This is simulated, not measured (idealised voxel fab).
Documented hereafter: the process module known as voxel transistor to metal.
In the cross-section labelled cut, the width is 295 nm and each square cell is 5 nm.
Reading order for cross-sections: top band down to bottom band. Underlying form: a grid of square cells. Band size: one or more rows of cells. Heads up on the band format: heights come first, top then bottom, in nm. After that it's the materials left to right, each with its width in nm. A single material flagged "throughout" fills the whole band edge to edge, and "blank" means there's empty space there. It should be noted that heights are counted from 0, beneath which the wafer as supplied is of one material throughout, and that the lowest band possesses no lower boundary but continues downward, as written in "from 0 down". A two-number width, for instance "30->40", indicates that the width is equal to the first number in the top row of the band and to the second number in the bottom row, and that it changes by a constant amount per row of cells. Reading "everything unchanged" for a step: not a cell of the cross-section changed in it. Look at "Cavities, sealed" for the closed voids: empty spaces with no open path to the top, sized 8 cells or up. Each is width x height at distance, distance from the left edge, all nm. Formally, on a step line, whatever follows the settings is a remark that the simulator itself makes on the step. The optional step-line setting "overlay nm" applies to steps with a mask and quantifies how far to the right of its planned location the mask lay, a negative value indicating leftward placement.

-- These are the steps we planned for the process
- 1: RECEIVE, material Si
- 2: CONFORMAL_DEP, material SiO2, thk nm 5
- 3: CONFORMAL_DEP, material SiN, thk nm 10
- 4: MASKED_ETCH, tone cover, mask id ACTIVE, width nm 115, pitch nm 145, etch materials SiN, depth nm 10, overlay nm 0
- 5: MASKED_ETCH, tone cover, mask id ACTIVE, width nm 115, pitch nm 145, etch materials SiO2, depth nm 5, overlay nm 0
- 6: MASKED_ETCH, tone cover, mask id ACTIVE, width nm 115, pitch nm 145, etch materials Si, depth nm 30, overlay nm 0
- 7: OXIDIZE, depth nm 5
- 8: FILL_DEP, material SiO2, thk nm 5
- 9: CMP, height nm 15
- 10: SELECTIVE_ETCH, etch materials SiO2, depth nm 10
- 11: STRIP, etch materials SiN
- 12: SELECTIVE_ETCH, etch materials SiO2, depth nm 5
- 13: OXIDIZE, depth nm 5
- 14: DIRECTIONAL_DEP, material polySi, thk nm 25
- 15: DIRECTIONAL_DEP, material SiCN, thk nm 15
- 16: PATTERN, tone cover, mask id GATE, material resist, width nm 35, pitch nm 145, thk nm 15, overlay nm 0
- 17: DIRECTIONAL_ETCH, etch materials SiCN, depth nm 25
- 18: DIRECTIONAL_ETCH, etch materials polySi, depth nm 35
- 19: STRIP, etch materials resist
- 20: CONFORMAL_DEP, material SiO2, thk nm 5
- 21: DIRECTIONAL_ETCH, etch materials SiO2, depth nm 5
- 22: CONFORMAL_DEP, material SiN, thk nm 5
- 23: DIRECTIONAL_ETCH, etch materials SiN, depth nm 5
- 24: DIRECTIONAL_ETCH, etch materials SiO2, depth nm 5
- 25: EPI, material pSi, thk nm 5
- 26: FILL_DEP, material SiO2, thk nm 10
- 27: CMP, height nm 25
- 28: STRIP, etch materials polySi
- 29: SELECTIVE_ETCH, etch materials SiO2, depth nm 5
- 30: CONFORMAL_DEP, material HfO2, thk nm 5
- 31: CONFORMAL_DEP, material TiN, thk nm 5
- 32: FILL_DEP, material W, thk nm 10
- 33: CMP, height nm 20
- 34: DIRECTIONAL_DEP, material SiO2, thk nm 15
- 35: PATTERN, tone open, mask id CONTACT, material resist, width nm 15, thk nm 15, overlay nm 0
- 36: DIRECTIONAL_ETCH, etch materials SiO2, depth nm 35
- 37: STRIP, etch materials resist
- 38: CONFORMAL_DEP, material TiN, thk nm 5
- 39: FILL_DEP, material W, thk nm 5
- 40: CMP, height nm 35
- 41: CONFORMAL_DEP, material SiN, thk nm 5
- 42: DIRECTIONAL_DEP, material lowk, thk nm 15
- 43: MASKED_ETCH, tone open, mask id METAL_1, width nm 15, etch materials lowk, depth nm 15, overlay nm 0
- 44: MASKED_ETCH, tone open, mask id METAL_1, width nm 15, etch materials SiN, depth nm 5, overlay nm 0
- 45: CONFORMAL_DEP, material TiN, thk nm 5
- 46: FILL_DEP, material Ru, thk nm 5
- 47: CMP, height nm 55
- 48: EPI, material Ru, thk nm 5
- 49: FILL_DEP, material SiCN, thk nm 5
- 50: DIRECTIONAL_DEP, material SiO2, thk nm 35
- 51: MASKED_ETCH, tone open, mask id METAL_2, width nm 15, pitch nm 145, etch materials SiO2, depth nm 20, overlay nm 0
- 52: PATTERN, tone open, mask id METAL_2_HOLES, material resist, width nm 15, pitch nm 145, thk nm 15, overlay nm 0
- 53: DIRECTIONAL_ETCH, etch materials SiO2, depth nm 15
- 54: DIRECTIONAL_ETCH, etch materials SiCN, depth nm 5
- 55: STRIP, etch materials resist
- 56: CONFORMAL_DEP, material TiN, thk nm 5
- 57: FILL_DEP, material Cu, thk nm 10
- 58: CMP, height nm 100
- 59: CONFORMAL_DEP, material SiCN, thk nm 5

-- Wafer as received: cross-section following step 1
- from 0 down = Si throughout
- Cavities, sealed: none

-- End-of-module XS, first of two wafers, run as planned
- from 105 to 100 = SiCN throughout
- from 100 to 65 = SiO2: 20  TiN: 5  Cu: 5  TiN: 5  SiO2: 130  TiN: 5  Cu: 5  TiN: 5  SiO2: 115
- from 65 to 60 = SiCN: 20  TiN: 15  SiCN: 130  TiN: 15  SiCN: 115
- from 60 to 55 = SiCN: 15  Ru: 25  SiCN: 65  Ru: 25  SiCN: 30  Ru: 25  SiCN: 65  Ru: 25  SiCN: 20
- from 55 to 40 = lowk: 20  TiN: 5  Ru: 5  TiN: 5  lowk: 75  TiN: 5  Ru: 5  TiN: 5  lowk: 40  TiN: 5  Ru: 5  TiN: 5  lowk: 75  TiN: 5  Ru: 5  TiN: 5  lowk: 25
- from 40 to 35 = SiN: 20  TiN: 15  SiN: 75  TiN: 15  SiN: 40  TiN: 15  SiN: 75  TiN: 15  SiN: 25
- from 35 to 20 = SiO2: 20  TiN: 5  W: 5  TiN: 5  SiO2: 75  TiN: 5  W: 5  TiN: 5  SiO2: 40  TiN: 5  W: 5  TiN: 5  SiO2: 75  TiN: 5  W: 5  TiN: 5  SiO2: 25
- from 20 to 5 = SiO2: 20  TiN: 5  W: 5  TiN: 5  SiO2: 10  SiN: 5  HfO2: 5  TiN: 5  W: 25  TiN: 5  HfO2: 5  SiN: 5  SiO2: 10  TiN: 5  W: 5  TiN: 5  SiO2: 40  TiN: 5  W: 5  TiN: 5  SiO2: 10  SiN: 5  HfO2: 5  TiN: 5  W: 25  TiN: 5  HfO2: 5  SiN: 5  SiO2: 10  TiN: 5  W: 5  TiN: 5  SiO2: 25
- from 5 to 0 = SiO2: 20  TiN: 15  SiO2: 10  SiN: 5  HfO2: 5  TiN: 35  HfO2: 5  SiN: 5  SiO2: 10  TiN: 15  SiO2: 40  TiN: 15  SiO2: 10  SiN: 5  HfO2: 5  TiN: 35  HfO2: 5  SiN: 5  SiO2: 10  TiN: 15  SiO2: 25
- from 0 to -5 = SiO2: 15  pSi: 30  SiO2: 5  HfO2: 45  SiO2: 5  pSi: 30  SiO2: 30  pSi: 30  SiO2: 5  HfO2: 45  SiO2: 5  pSi: 30  SiO2: 20
- from -5 to -35 = SiO2: 20  Si: 105  SiO2: 40  Si: 105  SiO2: 25
- from -35 down = Si throughout
- Cavities, sealed: none

-- Wafer two, sectioned after the module: the first wafer's start, the first wafer's plan, and one mistake in how it was run
- from 105 to 100 = SiCN throughout
- from 100 to 90 = SiO2: 20  TiN: 5  Cu: 10  TiN: 5  SiO2: 125  TiN: 5  Cu: 10  TiN: 5  SiO2: 110
- from 90 to 85 = SiO2: 20  TiN: 5  Cu: 5  TiN: 10  SiO2: 125  TiN: 5  Cu: 5  TiN: 10  SiO2: 110
- from 85 to 65 = SiO2: 20  TiN: 5  Cu: 5  TiN: 5  SiO2: 130  TiN: 5  Cu: 5  TiN: 5  SiO2: 115
- from 65 to 60 = SiCN: 20  TiN: 15  SiCN: 130  TiN: 15  SiCN: 115
- from 60 to 55 = SiCN: 15  Ru: 25  SiCN: 65  Ru: 25  SiCN: 30  Ru: 25  SiCN: 65  Ru: 25  SiCN: 20
- from 55 to 40 = lowk: 20  TiN: 5  Ru: 5  TiN: 5  lowk: 75  TiN: 5  Ru: 5  TiN: 5  lowk: 40  TiN: 5  Ru: 5  TiN: 5  lowk: 75  TiN: 5  Ru: 5  TiN: 5  lowk: 25
- from 40 to 35 = SiN: 20  TiN: 15  SiN: 75  TiN: 15  SiN: 40  TiN: 15  SiN: 75  TiN: 15  SiN: 25
- from 35 to 20 = SiO2: 20  TiN: 5  W: 5  TiN: 5  SiO2: 75  TiN: 5  W: 5  TiN: 5  SiO2: 40  TiN: 5  W: 5  TiN: 5  SiO2: 75  TiN: 5  W: 5  TiN: 5  SiO2: 25
- from 20 to 5 = SiO2: 20  TiN: 5  W: 5  TiN: 5  SiO2: 10  SiN: 5  HfO2: 5  TiN: 5  W: 25  TiN: 5  HfO2: 5  SiN: 5  SiO2: 10  TiN: 5  W: 5  TiN: 5  SiO2: 40  TiN: 5  W: 5  TiN: 5  SiO2: 10  SiN: 5  HfO2: 5  TiN: 5  W: 25  TiN: 5  HfO2: 5  SiN: 5  SiO2: 10  TiN: 5  W: 5  TiN: 5  SiO2: 25
- from 5 to 0 = SiO2: 20  TiN: 15  SiO2: 10  SiN: 5  HfO2: 5  TiN: 35  HfO2: 5  SiN: 5  SiO2: 10  TiN: 15  SiO2: 40  TiN: 15  SiO2: 10  SiN: 5  HfO2: 5  TiN: 35  HfO2: 5  SiN: 5  SiO2: 10  TiN: 15  SiO2: 25
- from 0 to -5 = SiO2: 15  pSi: 30  SiO2: 5  HfO2: 45  SiO2: 5  pSi: 30  SiO2: 30  pSi: 30  SiO2: 5  HfO2: 45  SiO2: 5  pSi: 30  SiO2: 20
- from -5 to -35 = SiO2: 20  Si: 105  SiO2: 40  Si: 105  SiO2: 25
- from -35 down = Si throughout
- Cavities, sealed: none
The mistake made against the process plan was this: step 52 ran differently from the plan; actual operation with settings: PATTERN, tone open, mask id METAL_2_HOLES, material resist, width nm 20, pitch nm 145, thk nm 15, overlay nm 0
Wafer comparison, final, in cells, second relative to first, materials more or fewer: Cu +4; SiO2 -6; TiN +2
